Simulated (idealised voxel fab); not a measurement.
The document below concerns the process module designated voxel transistor to metal.
The cross-section shown here is cut; it is 280 nm wide and divided into square cells measuring 5 nm on a side.
How to read a cross-section here: the picture is a grid of square cells, written as bands going from the top down, and any band can span one or more rows of cells. The band entry comprises the height of the band's top followed by the height of its bottom, expressed in nm, and subsequently the band's materials from left to right, each stated together with its width in nm. Where a single material is marked with the word "full width", that material fills the band from edge to edge. The word "empty" represents empty space. Height reference: 0 = level under which incoming wafer is all one material. Lowest band: no bottom, runs on downward, e.g. "0 -> down". Read "30..40" as a graded width: first number on top, second number at the bottom, same change between each pair of neighbouring rows. "all unchanged" -> step changed no cross-section cell. The entry "Voids, sealed" lists the empty spaces that cover at least 8 cells and have no open path to the top. Each is written as width x height at distance, where the distance is measured from the left edge and all three values are in nm. If you see something after the settings on a step's line, that's the simulator's own remark about that step. What "overlay nm" on a step's line means: if the step has a mask, that mask lay this far to the right of its planned place, or, when the value is negative, to the left. If you're wondering how to read the rest of this, here's the deal. It's pairs of cross-sections: one from before a process step, one from after it. The after one is only drawn as far down as the lowest band that changed. Right under each pair you'll see which step sits between them and what its settings were. Don't read the pairs as one continuous story, though. They can come from different runs of this module on the same starting wafer, and a pair only carries on from the one above it where its entry headed "Preceding state" says so.
Preceding state
    30 -> 15 = empty 70 nm  SiCN 15 nm  empty 110 nm  SiCN 15 nm  empty 70 nm
    15 -> 0 = empty 70 nm  polySi 15 nm  empty 110 nm  polySi 15 nm  empty 70 nm
    0 -> -5 = SiO2 20 nm  empty 50 nm  polySi 15 nm  empty 50 nm  SiO2 10 nm  empty 50 nm  polySi 15 nm  empty 50 nm  SiO2 20 nm
    -5 -> -10 = SiO2 full width
    -10 -> -70 = SiO2 30 nm  Si 95 nm  SiO2 30 nm  Si 95 nm  SiO2 30 nm
    -70 -> down = Si full width
    Voids, sealed: none
Post-Step Cross-Section
    35 -> 30 = empty 65 nm  SiO2 25 nm  empty 100 nm  SiO2 25 nm  empty 65 nm
    30 -> 15 = empty 65 nm  SiO2 5 nm  SiCN 15 nm  SiO2 5 nm  empty 100 nm  SiO2 5 nm  SiCN 15 nm  SiO2 5 nm  empty 65 nm
    15 -> 5 = empty 65 nm  SiO2 5 nm  polySi 15 nm  SiO2 5 nm  empty 100 nm  SiO2 5 nm  polySi 15 nm  SiO2 5 nm  empty 65 nm
    5 -> 0 = SiO2 25 nm  empty 40 nm  SiO2 5 nm  polySi 15 nm  SiO2 5 nm  empty 40 nm  SiO2 20 nm  empty 40 nm  SiO2 5 nm  polySi 15 nm  SiO2 5 nm  empty 40 nm  SiO2 25 nm
    0 -> -5 = SiO2 70 nm  polySi 15 nm  SiO2 110 nm  polySi 15 nm  SiO2 70 nm
    Unchanged below -5.
    Voids, sealed: none
Before/after cross-sections above; step in between: CONFORMAL_DEP: material SiO2, thk nm 5
Preceding state: unchanged from the after cross-section in the pair immediately above; refer to that figure.
Post-Step Cross-Section
    30 -> 15 = empty 65 nm  SiO2 5 nm  SiCN 15 nm  SiO2 5 nm  empty 100 nm  SiO2 5 nm  SiCN 15 nm  SiO2 5 nm  empty 65 nm
    15 -> 0 = empty 65 nm  SiO2 5 nm  polySi 15 nm  SiO2 5 nm  empty 100 nm  SiO2 5 nm  polySi 15 nm  SiO2 5 nm  empty 65 nm
    0 -> -5 = SiO2 25 nm  empty 40 nm  SiO2 5 nm  polySi 15 nm  SiO2 5 nm  empty 40 nm  SiO2 20 nm  empty 40 nm  SiO2 5 nm  polySi 15 nm  SiO2 5 nm  empty 40 nm  SiO2 25 nm
    Unchanged below -5.
    Voids, sealed: none
Before/after cross-sections above; step in between: DIRECTIONAL_ETCH: etch materials SiO2, depth nm 5
Preceding state: unchanged from the after cross-section in the pair immediately above; refer to that figure.
Post-Step Cross-Section
    35 -> 30 = empty 60 nm  SiN 35 nm  empty 90 nm  SiN 35 nm  empty 60 nm
    30 -> 15 = empty 60 nm  SiN 5 nm  SiO2 5 nm  SiCN 15 nm  SiO2 5 nm  SiN 5 nm  empty 90 nm  SiN 5 nm  SiO2 5 nm  SiCN 15 nm  SiO2 5 nm  SiN 5 nm  empty 60 nm
    15 -> 5 = empty 60 nm  SiN 5 nm  SiO2 5 nm  polySi 15 nm  SiO2 5 nm  SiN 5 nm  empty 90 nm  SiN 5 nm  SiO2 5 nm  polySi 15 nm  SiO2 5 nm  SiN 5 nm  empty 60 nm
    5 -> 0 = SiN 30 nm  empty 30 nm  SiN 5 nm  SiO2 5 nm  polySi 15 nm  SiO2 5 nm  SiN 5 nm  empty 30 nm  SiN 30 nm  empty 30 nm  SiN 5 nm  SiO2 5 nm  polySi 15 nm  SiO2 5 nm  SiN 5 nm  empty 30 nm  SiN 30 nm
    0 -> -5 = SiO2 25 nm  SiN 40 nm  SiO2 5 nm  polySi 15 nm  SiO2 5 nm  SiN 40 nm  SiO2 20 nm  SiN 40 nm  SiO2 5 nm  polySi 15 nm  SiO2 5 nm  SiN 40 nm  SiO2 25 nm
    Unchanged below -5.
    Voids, sealed: none
Before/after cross-sections above; step in between: CONFORMAL_DEP: material SiN, thk nm 5
Preceding state: unchanged from the after cross-section in the pair immediately above; refer to that figure.
Post-Step Cross-Section
    30 -> 15 = empty 60 nm  SiN 5 nm  SiO2 5 nm  SiCN 15 nm  SiO2 5 nm  SiN 5 nm  empty 90 nm  SiN 5 nm  SiO2 5 nm  SiCN 15 nm  SiO2 5 nm  SiN 5 nm  empty 60 nm
    15 -> 0 = empty 60 nm  SiN 5 nm  SiO2 5 nm  polySi 15 nm  SiO2 5 nm  SiN 5 nm  empty 90 nm  SiN 5 nm  SiO2 5 nm  polySi 15 nm  SiO2 5 nm  SiN 5 nm  empty 60 nm
    0 -> -5 = SiO2 25 nm  SiN 5 nm  empty 30 nm  SiN 5 nm  SiO2 5 nm  polySi 15 nm  SiO2 5 nm  SiN 5 nm  empty 30 nm  SiN 5 nm  SiO2 20 nm  SiN 5 nm  empty 30 nm  SiN 5 nm  SiO2 5 nm  polySi 15 nm  SiO2 5 nm  SiN 5 nm  empty 30 nm  SiN 5 nm  SiO2 25 nm
    Unchanged below -5.
    Voids, sealed: none
Before/after cross-sections above; step in between: DIRECTIONAL_ETCH: etch materials SiN, depth nm 5
Preceding state: unchanged from the after cross-section in the pair immediately above; refer to that figure.
Post-Step Cross-Section
    30 -> 25 = empty 60 nm  SiN 5 nm  empty 5 nm  SiCN 15 nm  empty 5 nm  SiN 5 nm  empty 90 nm  SiN 5 nm  empty 5 nm  SiCN 15 nm  empty 5 nm  SiN 5 nm  empty 60 nm
    25 -> 15 = empty 60 nm  SiN 5 nm  SiO2 5 nm  SiCN 15 nm  SiO2 5 nm  SiN 5 nm  empty 90 nm  SiN 5 nm  SiO2 5 nm  SiCN 15 nm  SiO2 5 nm  SiN 5 nm  empty 60 nm
    15 -> 0 = empty 60 nm  SiN 5 nm  SiO2 5 nm  polySi 15 nm  SiO2 5 nm  SiN 5 nm  empty 90 nm  SiN 5 nm  SiO2 5 nm  polySi 15 nm  SiO2 5 nm  SiN 5 nm  empty 60 nm
    0 -> -5 = empty 25 nm  SiN 5 nm  empty 30 nm  SiN 5 nm  SiO2 5 nm  polySi 15 nm  SiO2 5 nm  SiN 5 nm  empty 30 nm  SiN 5 nm  empty 20 nm  SiN 5 nm  empty 30 nm  SiN 5 nm  SiO2 5 nm  polySi 15 nm  SiO2 5 nm  SiN 5 nm  empty 30 nm  SiN 5 nm  empty 25 nm
    -5 -> -10 = SiO2 30 nm  empty 30 nm  SiO2 35 nm  empty 30 nm  SiO2 30 nm  empty 30 nm  SiO2 35 nm  empty 30 nm  SiO2 30 nm
    Unchanged below -10.
    Voids, sealed: none
Before/after cross-sections above; step in between: DIRECTIONAL_ETCH: etch materials SiO2, depth nm 5
Preceding state: unchanged from the after cross-section in the pair immediately above; refer to that figure.
Post-Step Cross-Section
    30 -> 25 = empty 60 nm  SiN 5 nm  empty 5 nm  SiCN 15 nm  empty 5 nm  SiN 5 nm  empty 90 nm  SiN 5 nm  empty 5 nm  SiCN 15 nm  empty 5 nm  SiN 5 nm  empty 60 nm
    25 -> 15 = empty 60 nm  SiN 5 nm  SiO2 5 nm  SiCN 15 nm  SiO2 5 nm  SiN 5 nm  empty 90 nm  SiN 5 nm  SiO2 5 nm  SiCN 15 nm  SiO2 5 nm  SiN 5 nm  empty 60 nm
    15 -> 0 = empty 60 nm  SiN 5 nm  SiO2 5 nm  polySi 15 nm  SiO2 5 nm  SiN 5 nm  empty 90 nm  SiN 5 nm  SiO2 5 nm  polySi 15 nm  SiO2 5 nm  SiN 5 nm  empty 60 nm
    0 -> -5 = empty 25 nm  SiN 5 nm  empty 30 nm  SiN 5 nm  SiO2 5 nm  polySi 15 nm  SiO2 5 nm  SiN 5 nm  empty 30 nm  SiN 5 nm  empty 20 nm  SiN 5 nm  empty 30 nm  SiN 5 nm  SiO2 5 nm  polySi 15 nm  SiO2 5 nm  SiN 5 nm  empty 30 nm  SiN 5 nm  empty 25 nm
    -5 -> -10 = SiO2 30 nm  empty 30 nm  SiO2 35 nm  empty 30 nm  SiO2 30 nm  empty 30 nm  SiO2 35 nm  empty 30 nm  SiO2 30 nm
    -10 -> -20 = SiO2 30 nm  empty 30 nm  Si 35 nm  empty 30 nm  SiO2 30 nm  empty 30 nm  Si 35 nm  empty 30 nm  SiO2 30 nm
    Unchanged below -20.
    Voids, sealed: none
Before/after cross-sections above; step in between: DIRECTIONAL_ETCH: etch materials Si, depth nm 10
Preceding state: unchanged from the after cross-section in the pair immediately above; refer to that figure.
Post-Step Cross-Section
    30 -> 25 = empty 60 nm  SiN 5 nm  empty 5 nm  SiCN 15 nm  empty 5 nm  SiN 5 nm  empty 90 nm  SiN 5 nm  empty 5 nm  SiCN 15 nm  empty 5 nm  SiN 5 nm  empty 60 nm
    25 -> 15 = empty 60 nm  SiN 5 nm  SiO2 5 nm  SiCN 15 nm  SiO2 5 nm  SiN 5 nm  empty 90 nm  SiN 5 nm  SiO2 5 nm  SiCN 15 nm  SiO2 5 nm  SiN 5 nm  empty 60 nm
    15 -> 5 = empty 60 nm  SiN 5 nm  SiO2 5 nm  polySi 15 nm  SiO2 5 nm  SiN 5 nm  empty 90 nm  SiN 5 nm  SiO2 5 nm  polySi 15 nm  SiO2 5 nm  SiN 5 nm  empty 60 nm
    5 -> 0 = empty 45 nm  pSi 15 nm  SiN 5 nm  SiO2 5 nm  polySi 15 nm  SiO2 5 nm  SiN 5 nm  pSi 15 nm  empty 60 nm  pSi 15 nm  SiN 5 nm  SiO2 5 nm  polySi 15 nm  SiO2 5 nm  SiN 5 nm  pSi 15 nm  empty 45 nm
    0 -> -5 = empty 25 nm  SiN 5 nm  empty 15 nm  pSi 15 nm  SiN 5 nm  SiO2 5 nm  polySi 15 nm  SiO2 5 nm  SiN 5 nm  pSi 15 nm  empty 15 nm  SiN 5 nm  empty 20 nm  SiN 5 nm  empty 15 nm  pSi 15 nm  SiN 5 nm  SiO2 5 nm  polySi 15 nm  SiO2 5 nm  SiN 5 nm  pSi 15 nm  empty 15 nm  SiN 5 nm  empty 25 nm
    -5 -> -10 = SiO2 30 nm  pSi 30 nm  SiO2 35 nm  pSi 30 nm  SiO2 30 nm  pSi 30 nm  SiO2 35 nm  pSi 30 nm  SiO2 30 nm
    -10 -> -20 = SiO2 30 nm  pSi 30 nm  Si 35 nm  pSi 30 nm  SiO2 30 nm  pSi 30 nm  Si 35 nm  pSi 30 nm  SiO2 30 nm
    Unchanged below -20.
    Voids, sealed: none
Before/after cross-sections above; step in between: EPI: material pSi, thk nm 15
Preceding state: unchanged from the after cross-section in the pair immediately above; refer to that figure.
Post-Step Cross-Section
    35 -> 30 = SiO2 full width
    30 -> 15 = SiO2 60 nm  SiN 5 nm  SiO2 5 nm  SiCN 15 nm  SiO2 5 nm  SiN 5 nm  SiO2 90 nm  SiN 5 nm  SiO2 5 nm  SiCN 15 nm  SiO2 5 nm  SiN 5 nm  SiO2 60 nm
    15 -> 5 = SiO2 60 nm  SiN 5 nm  SiO2 5 nm  polySi 15 nm  SiO2 5 nm  SiN 5 nm  SiO2 90 nm  SiN 5 nm  SiO2 5 nm  polySi 15 nm  SiO2 5 nm  SiN 5 nm  SiO2 60 nm
    5 -> 0 = SiO2 45 nm  pSi 15 nm  SiN 5 nm  SiO2 5 nm  polySi 15 nm  SiO2 5 nm  SiN 5 nm  pSi 15 nm  SiO2 60 nm  pSi 15 nm  SiN 5 nm  SiO2 5 nm  polySi 15 nm  SiO2 5 nm  SiN 5 nm  pSi 15 nm  SiO2 45 nm
    0 -> -5 = SiO2 25 nm  SiN 5 nm  SiO2 15 nm  pSi 15 nm  SiN 5 nm  SiO2 5 nm  polySi 15 nm  SiO2 5 nm  SiN 5 nm  pSi 15 nm  SiO2 15 nm  SiN 5 nm  SiO2 20 nm  SiN 5 nm  SiO2 15 nm  pSi 15 nm  SiN 5 nm  SiO2 5 nm  polySi 15 nm  SiO2 5 nm  SiN 5 nm  pSi 15 nm  SiO2 15 nm  SiN 5 nm  SiO2 25 nm
    Unchanged below -5.
    Voids, sealed: none
Before/after cross-sections above; step in between: FILL_DEP: material SiO2, thk nm 5
Preceding state: unchanged from the after cross-section in the pair immediately above; refer to that figure.
Post-Step Cross-Section
    30 -> 15 = SiO2 60 nm  SiN 5 nm  SiO2 5 nm  SiCN 15 nm  SiO2 5 nm  SiN 5 nm  SiO2 90 nm  SiN 5 nm  SiO2 5 nm  SiCN 15 nm  SiO2 5 nm  SiN 5 nm  SiO2 60 nm
    Unchanged below 15.
    Voids, sealed: none
Before/after cross-sections above; step in between: CMP: height nm 30
Preceding state: unchanged from the after cross-section in the pair immediately above; refer to that figure.
Post-Step Cross-Section
    40 -> 30 = SiO2 full width
    Unchanged below 30.
    Voids, sealed: none
Before/after cross-sections above; step in between: DIRECTIONAL_DEP: material SiO2, thk nm 10
Preceding state: unchanged from the after cross-section in the pair immediately above; refer to that figure.
Post-Step Cross-Section
    40 -> 30 = SiO2 30 nm  empty 35 nm  SiO2 25 nm  empty 35 nm  SiO2 30 nm  empty 35 nm  SiO2 25 nm  empty 35 nm  SiO2 30 nm
    30 -> 15 = SiO2 30 nm  empty 30 nm  SiN 5 nm  SiO2 5 nm  SiCN 15 nm  SiO2 5 nm  SiN 5 nm  empty 30 nm  SiO2 30 nm  empty 30 nm  SiN 5 nm  SiO2 5 nm  SiCN 15 nm  SiO2 5 nm  SiN 5 nm  empty 30 nm  SiO2 30 nm
    15 -> 5 = SiO2 30 nm  empty 30 nm  SiN 5 nm  SiO2 5 nm  polySi 15 nm  SiO2 5 nm  SiN 5 nm  empty 30 nm  SiO2 30 nm  empty 30 nm  SiN 5 nm  SiO2 5 nm  polySi 15 nm  SiO2 5 nm  SiN 5 nm  empty 30 nm  SiO2 30 nm
    5 -> 0 = SiO2 30 nm  empty 15 nm  pSi 15 nm  SiN 5 nm  SiO2 5 nm  polySi 15 nm  SiO2 5 nm  SiN 5 nm  pSi 15 nm  empty 15 nm  SiO2 30 nm  empty 15 nm  pSi 15 nm  SiN 5 nm  SiO2 5 nm  polySi 15 nm  SiO2 5 nm  SiN 5 nm  pSi 15 nm  empty 15 nm  SiO2 30 nm
    0 -> -5 = SiO2 25 nm  SiN 5 nm  empty 15 nm  pSi 15 nm  SiN 5 nm  SiO2 5 nm  polySi 15 nm  SiO2 5 nm  SiN 5 nm  pSi 15 nm  empty 15 nm  SiN 5 nm  SiO2 20 nm  SiN 5 nm  empty 15 nm  pSi 15 nm  SiN 5 nm  SiO2 5 nm  polySi 15 nm  SiO2 5 nm  SiN 5 nm  pSi 15 nm  empty 15 nm  SiN 5 nm  SiO2 25 nm
    Unchanged below -5.
    Voids, sealed: none
Before/after cross-sections above; step in between: MASKED_ETCH: tone open, mask id CONTACT, width nm 35, etch materials SiO2, depth nm 45, overlay nm 0
Preceding state: unchanged from the after cross-section in the pair immediately above; refer to that figure.
Post-Step Cross-Section
    45 -> 40 = TiN 35 nm  empty 25 nm  TiN 35 nm  empty 25 nm  TiN 40 nm  empty 25 nm  TiN 35 nm  empty 25 nm  TiN 35 nm
    40 -> 30 = SiO2 30 nm  TiN 5 nm  empty 25..20 nm  TiN 5..10 nm  SiO2 25 nm  TiN 5..10 nm  empty 25..20 nm  TiN 5 nm  SiO2 30 nm  TiN 5 nm  empty 25..20 nm  TiN 5..10 nm  SiO2 25 nm  TiN 5..10 nm  empty 25..20 nm  TiN 5 nm  SiO2 30 nm
    30 -> 15 = SiO2 30 nm  TiN 5 nm  empty 20 nm  TiN 5 nm  SiN 5 nm  SiO2 5 nm  SiCN 15 nm  SiO2 5 nm  SiN 5 nm  TiN 5 nm  empty 20 nm  TiN 5 nm  SiO2 30 nm  TiN 5 nm  empty 20 nm  TiN 5 nm  SiN 5 nm  SiO2 5 nm  SiCN 15 nm  SiO2 5 nm  SiN 5 nm  TiN 5 nm  empty 20 nm  TiN 5 nm  SiO2 30 nm
    15 -> 5 = SiO2 30 nm  TiN 5 nm  empty 20..5 nm  TiN 5..20 nm  SiN 5 nm  SiO2 5 nm  polySi 15 nm  SiO2 5 nm  SiN 5 nm  TiN 5..20 nm  empty 20..5 nm  TiN 5 nm  SiO2 30 nm  TiN 5 nm  empty 20..5 nm  TiN 5..20 nm  SiN 5 nm  SiO2 5 nm  polySi 15 nm  SiO2 5 nm  SiN 5 nm  TiN 5..20 nm  empty 20..5 nm  TiN 5 nm  SiO2 30 nm
    5 -> 0 = SiO2 30 nm  TiN 5 nm  empty 5 nm  TiN 5 nm  pSi 15 nm  SiN 5 nm  SiO2 5 nm  polySi 15 nm  SiO2 5 nm  SiN 5 nm  pSi 15 nm  TiN 5 nm  empty 5 nm  TiN 5 nm  SiO2 30 nm  TiN 5 nm  empty 5 nm  TiN 5 nm  pSi 15 nm  SiN 5 nm  SiO2 5 nm  polySi 15 nm  SiO2 5 nm  SiN 5 nm  pSi 15 nm  TiN 5 nm  empty 5 nm  TiN 5 nm  SiO2 30 nm
    0 -> -5 = SiO2 25 nm  SiN 5 nm  TiN 15 nm  pSi 15 nm  SiN 5 nm  SiO2 5 nm  polySi 15 nm  SiO2 5 nm  SiN 5 nm  pSi 15 nm  TiN 15 nm  SiN 5 nm  SiO2 20 nm  SiN 5 nm  TiN 15 nm  pSi 15 nm  SiN 5 nm  SiO2 5 nm  polySi 15 nm  SiO2 5 nm  SiN 5 nm  pSi 15 nm  TiN 15 nm  SiN 5 nm  SiO2 25 nm
    Unchanged below -5.
    Voids, sealed: none
Before/after cross-sections above; step in between: CONFORMAL_DEP: material TiN, thk nm 5
Preceding state: unchanged from the after cross-section in the pair immediately above; refer to that figure.
Post-Step Cross-Section
    55 -> 45 = Ru full width
    45 -> 40 = TiN 35 nm  Ru 25 nm  TiN 35 nm  Ru 25 nm  TiN 40 nm  Ru 25 nm  TiN 35 nm  Ru 25 nm  TiN 35 nm
    40 -> 30 = SiO2 30 nm  TiN 5 nm  Ru 25..20 nm  TiN 5..10 nm  SiO2 25 nm  TiN 5..10 nm  Ru 25..20 nm  TiN 5 nm  SiO2 30 nm  TiN 5 nm  Ru 25..20 nm  TiN 5..10 nm  SiO2 25 nm  TiN 5..10 nm  Ru 25..20 nm  TiN 5 nm  SiO2 30 nm
    30 -> 15 = SiO2 30 nm  TiN 5 nm  Ru 20 nm  TiN 5 nm  SiN 5 nm  SiO2 5 nm  SiCN 15 nm  SiO2 5 nm  SiN 5 nm  TiN 5 nm  Ru 20 nm  TiN 5 nm  SiO2 30 nm  TiN 5 nm  Ru 20 nm  TiN 5 nm  SiN 5 nm  SiO2 5 nm  SiCN 15 nm  SiO2 5 nm  SiN 5 nm  TiN 5 nm  Ru 20 nm  TiN 5 nm  SiO2 30 nm
    15 -> 5 = SiO2 30 nm  TiN 5 nm  Ru 20..5 nm  TiN 5..20 nm  SiN 5 nm  SiO2 5 nm  polySi 15 nm  SiO2 5 nm  SiN 5 nm  TiN 5..20 nm  Ru 20..5 nm  TiN 5 nm  SiO2 30 nm  TiN 5 nm  Ru 20..5 nm  TiN 5..20 nm  SiN 5 nm  SiO2 5 nm  polySi 15 nm  SiO2 5 nm  SiN 5 nm  TiN 5..20 nm  Ru 20..5 nm  TiN 5 nm  SiO2 30 nm
    5 -> 0 = SiO2 30 nm  TiN 5 nm  Ru 5 nm  TiN 5 nm  pSi 15 nm  SiN 5 nm  SiO2 5 nm  polySi 15 nm  SiO2 5 nm  SiN 5 nm  pSi 15 nm  TiN 5 nm  Ru 5 nm  TiN 5 nm  SiO2 30 nm  TiN 5 nm  Ru 5 nm  TiN 5 nm  pSi 15 nm  SiN 5 nm  SiO2 5 nm  polySi 15 nm  SiO2 5 nm  SiN 5 nm  pSi 15 nm  TiN 5 nm  Ru 5 nm  TiN 5 nm  SiO2 30 nm
    Unchanged below 0.
    Voids, sealed: none
Before/after cross-sections above; step in between: FILL_DEP: material Ru, thk nm 10
Preceding state: unchanged from the after cross-section in the pair immediately above; refer to that figure.
Post-Step Cross-Section
    40 -> 30 = SiO2 30 nm  TiN 5 nm  Ru 25..20 nm  TiN 5..10 nm  SiO2 25 nm  TiN 5..10 nm  Ru 25..20 nm  TiN 5 nm  SiO2 30 nm  TiN 5 nm  Ru 25..20 nm  TiN 5..10 nm  SiO2 25 nm  TiN 5..10 nm  Ru 25..20 nm  TiN 5 nm  SiO2 30 nm
    Unchanged below 30.
    Voids, sealed: none
Before/after cross-sections above; step in between: CMP: height nm 40
Preceding state: unchanged from the after cross-section in the pair immediately above; refer to that figure.
Post-Step Cross-Section
    45 -> 40 = TiN full width
    Unchanged below 40.
    Voids, sealed: none
Before/after cross-sections above; step in between: DIRECTIONAL_DEP: material TiN, thk nm 5
Preceding state: unchanged from the after cross-section in the pair immediately above; refer to that figure.
Post-Step Cross-Section
    65 -> 45 = W full width
    Unchanged below 45.
    Voids, sealed: none
Before/after cross-sections above; step in between: DIRECTIONAL_DEP: material W, thk nm 20
Preceding state: unchanged from the after cross-section in the pair immediately above; refer to that figure.
Post-Step Cross-Section
    65 -> 45 = empty 30 nm  W 20 nm  empty 55 nm  W 20 nm  empty 30 nm  W 20 nm  empty 55 nm  W 20 nm  empty 30 nm
    Unchanged below 45.
    Voids, sealed: none
Before/after cross-sections above; step in between: MASKED_ETCH: tone cover, mask id METAL_1, width nm 20, etch materials W, depth nm 20, overlay nm 0
Preceding state: unchanged from the after cross-section in the pair immediately above; refer to that figure.
Post-Step Cross-Section
    65 -> 45 = empty 30 nm  W 20 nm  empty 55 nm  W 20 nm  empty 30 nm  W 20 nm  empty 55 nm  W 20 nm  empty 30 nm
    45 -> 40 = empty 30 nm  TiN 20 nm  empty 55 nm  TiN 20 nm  empty 30 nm  TiN 20 nm  empty 55 nm  TiN 20 nm  empty 30 nm
    Unchanged below 40.
    Voids, sealed: none
Before/after cross-sections above; step in between: MASKED_ETCH: tone cover, mask id METAL_1, width nm 20, etch materials TiN, depth nm 5, overlay nm 0
Preceding state: unchanged from the after cross-section in the pair immediately above; refer to that figure.
Post-Step Cross-Section
    70 -> 65 = lowk full width
    65 -> 45 = lowk 30 nm  W 20 nm  lowk 55 nm  W 20 nm  lowk 30 nm  W 20 nm  lowk 55 nm  W 20 nm  lowk 30 nm
    45 -> 40 = lowk 30 nm  TiN 20 nm  lowk 55 nm  TiN 20 nm  lowk 30 nm  TiN 20 nm  lowk 55 nm  TiN 20 nm  lowk 30 nm
    Unchanged below 40.
    Voids, sealed: none
Before/after cross-sections above; step in between: FILL_DEP: material lowk, thk nm 5
Preceding state: unchanged from the after cross-section in the pair immediately above; refer to that figure.
Post-Step Cross-Section
    65 -> 45 = lowk 30 nm  W 20 nm  lowk 55 nm  W 20 nm  lowk 30 nm  W 20 nm  lowk 55 nm  W 20 nm  lowk 30 nm
    Unchanged below 45.
    Voids, sealed: none
Before/after cross-sections above; step in between: CMP: height nm 65
Preceding state: unchanged from the after cross-section in the pair immediately above; refer to that figure.
Post-Step Cross-Section
    70 -> 65 = SiN full width
    Unchanged below 65.
    Voids, sealed: none
Before/after cross-sections above; step in between: CONFORMAL_DEP: material SiN, thk nm 5
Preceding state
    30 -> 25 = empty 60 nm  SiN 5 nm  empty 5 nm  SiCN 15 nm  empty 5 nm  SiN 5 nm  empty 90 nm  SiN 5 nm  empty 5 nm  SiCN 15 nm  empty 5 nm  SiN 5 nm  empty 60 nm
    25 -> 15 = empty 60 nm  SiN 5 nm  SiO2 5 nm  SiCN 15 nm  SiO2 5 nm  SiN 5 nm  empty 90 nm  SiN 5 nm  SiO2 5 nm  SiCN 15 nm  SiO2 5 nm  SiN 5 nm  empty 60 nm
    15 -> 0 = empty 60 nm  SiN 5 nm  SiO2 5 nm  polySi 15 nm  SiO2 5 nm  SiN 5 nm  empty 90 nm  SiN 5 nm  SiO2 5 nm  polySi 15 nm  SiO2 5 nm  SiN 5 nm  empty 60 nm
    0 -> -5 = empty 25 nm  SiN 5 nm  empty 30 nm  SiN 5 nm  SiO2 5 nm  polySi 15 nm  SiO2 5 nm  SiN 5 nm  empty 30 nm  SiN 5 nm  empty 20 nm  SiN 5 nm  empty 30 nm  SiN 5 nm  SiO2 5 nm  polySi 15 nm  SiO2 5 nm  SiN 5 nm  empty 30 nm  SiN 5 nm  empty 25 nm
    -5 -> -10 = SiO2 30 nm  empty 30 nm  SiO2 35 nm  empty 30 nm  SiO2 30 nm  empty 30 nm  SiO2 35 nm  empty 30 nm  SiO2 30 nm
    -10 -> -40 = SiO2 30 nm  Si 95 nm  SiO2 30 nm  Si 95 nm  SiO2 30 nm
    -40 -> down = Si full width
    Voids, sealed: none
Post-Step Cross-Section
    30 -> 25 = empty 60 nm  SiN 5 nm  empty 5 nm  SiCN 15 nm  empty 5 nm  SiN 5 nm  empty 90 nm  SiN 5 nm  empty 5 nm  SiCN 15 nm  empty 5 nm  SiN 5 nm  empty 60 nm
    25 -> 15 = empty 60 nm  SiN 5 nm  SiO2 5 nm  SiCN 15 nm  SiO2 5 nm  SiN 5 nm  empty 90 nm  SiN 5 nm  SiO2 5 nm  SiCN 15 nm  SiO2 5 nm  SiN 5 nm  empty 60 nm
    15 -> 5 = empty 60 nm  SiN 5 nm  SiO2 5 nm  polySi 15 nm  SiO2 5 nm  SiN 5 nm  empty 90 nm  SiN 5 nm  SiO2 5 nm  polySi 15 nm  SiO2 5 nm  SiN 5 nm  empty 60 nm
    5 -> 0 = empty 25 nm  pSi 35 nm  SiN 5 nm  SiO2 5 nm  polySi 15 nm  SiO2 5 nm  SiN 5 nm  pSi 35 nm  empty 20 nm  pSi 35 nm  SiN 5 nm  SiO2 5 nm  polySi 15 nm  SiO2 5 nm  SiN 5 nm  pSi 35 nm  empty 25 nm
    0 -> -5 = empty 25 nm  SiN 5 nm  pSi 30 nm  SiN 5 nm  SiO2 5 nm  polySi 15 nm  SiO2 5 nm  SiN 5 nm  pSi 30 nm  SiN 5 nm  empty 20 nm  SiN 5 nm  pSi 30 nm  SiN 5 nm  SiO2 5 nm  polySi 15 nm  SiO2 5 nm  SiN 5 nm  pSi 30 nm  SiN 5 nm  empty 25 nm
    -5 -> -10 = SiO2 30 nm  pSi 30 nm  SiO2 35 nm  pSi 30 nm  SiO2 30 nm  pSi 30 nm  SiO2 35 nm  pSi 30 nm  SiO2 30 nm
    Unchanged below -10.
    Voids, sealed: none
Before/after cross-sections above; step in between: EPI: material pSi, thk nm 15
Preceding state: unchanged from the after cross-section in the pair immediately above; refer to that figure.
Post-Step Cross-Section
    30 -> 25 = empty 60 nm  SiN 5 nm  empty 5 nm  SiCN 15 nm  empty 5 nm  SiN 5 nm  empty 90 nm  SiN 5 nm  empty 5 nm  SiCN 15 nm  empty 5 nm  SiN 5 nm  empty 60 nm
    25 -> 15 = empty 60 nm  SiN 5 nm  SiO2 5 nm  SiCN 15 nm  SiO2 5 nm  SiN 5 nm  empty 90 nm  SiN 5 nm  SiO2 5 nm  SiCN 15 nm  SiO2 5 nm  SiN 5 nm  empty 60 nm
    15 -> 0 = empty 60 nm  SiN 5 nm  SiO2 5 nm  polySi 15 nm  SiO2 5 nm  SiN 5 nm  empty 90 nm  SiN 5 nm  SiO2 5 nm  polySi 15 nm  SiO2 5 nm  SiN 5 nm  empty 60 nm
    0 -> -5 = empty 25 nm  SiN 5 nm  empty 30 nm  SiN 5 nm  SiO2 5 nm  polySi 15 nm  SiO2 5 nm  SiN 5 nm  empty 30 nm  SiN 5 nm  empty 20 nm  SiN 5 nm  empty 30 nm  SiN 5 nm  SiO2 5 nm  polySi 15 nm  SiO2 5 nm  SiN 5 nm  empty 30 nm  SiN 5 nm  empty 25 nm
    Unchanged below -5.
    Voids, sealed: none
Before/after cross-sections above; step in between: DIRECTIONAL_ETCH: etch materials Si, depth nm 10
Preceding state: unchanged from the after cross-section in the pair immediately above; refer to that figure.
Post-Step Cross-Section
    35 -> 30 = SiO2 full width
    30 -> 15 = SiO2 60 nm  SiN 5 nm  SiO2 5 nm  SiCN 15 nm  SiO2 5 nm  SiN 5 nm  SiO2 90 nm  SiN 5 nm  SiO2 5 nm  SiCN 15 nm  SiO2 5 nm  SiN 5 nm  SiO2 60 nm
    15 -> 0 = SiO2 60 nm  SiN 5 nm  SiO2 5 nm  polySi 15 nm  SiO2 5 nm  SiN 5 nm  SiO2 90 nm  SiN 5 nm  SiO2 5 nm  polySi 15 nm  SiO2 5 nm  SiN 5 nm  SiO2 60 nm
    0 -> -5 = SiO2 25 nm  SiN 5 nm  SiO2 30 nm  SiN 5 nm  SiO2 5 nm  polySi 15 nm  SiO2 5 nm  SiN 5 nm  SiO2 30 nm  SiN 5 nm  SiO2 20 nm  SiN 5 nm  SiO2 30 nm  SiN 5 nm  SiO2 5 nm  polySi 15 nm  SiO2 5 nm  SiN 5 nm  SiO2 30 nm  SiN 5 nm  SiO2 25 nm
    Unchanged below -5.
    Voids, sealed: none
Before/after cross-sections above; step in between: FILL_DEP: material SiO2, thk nm 5
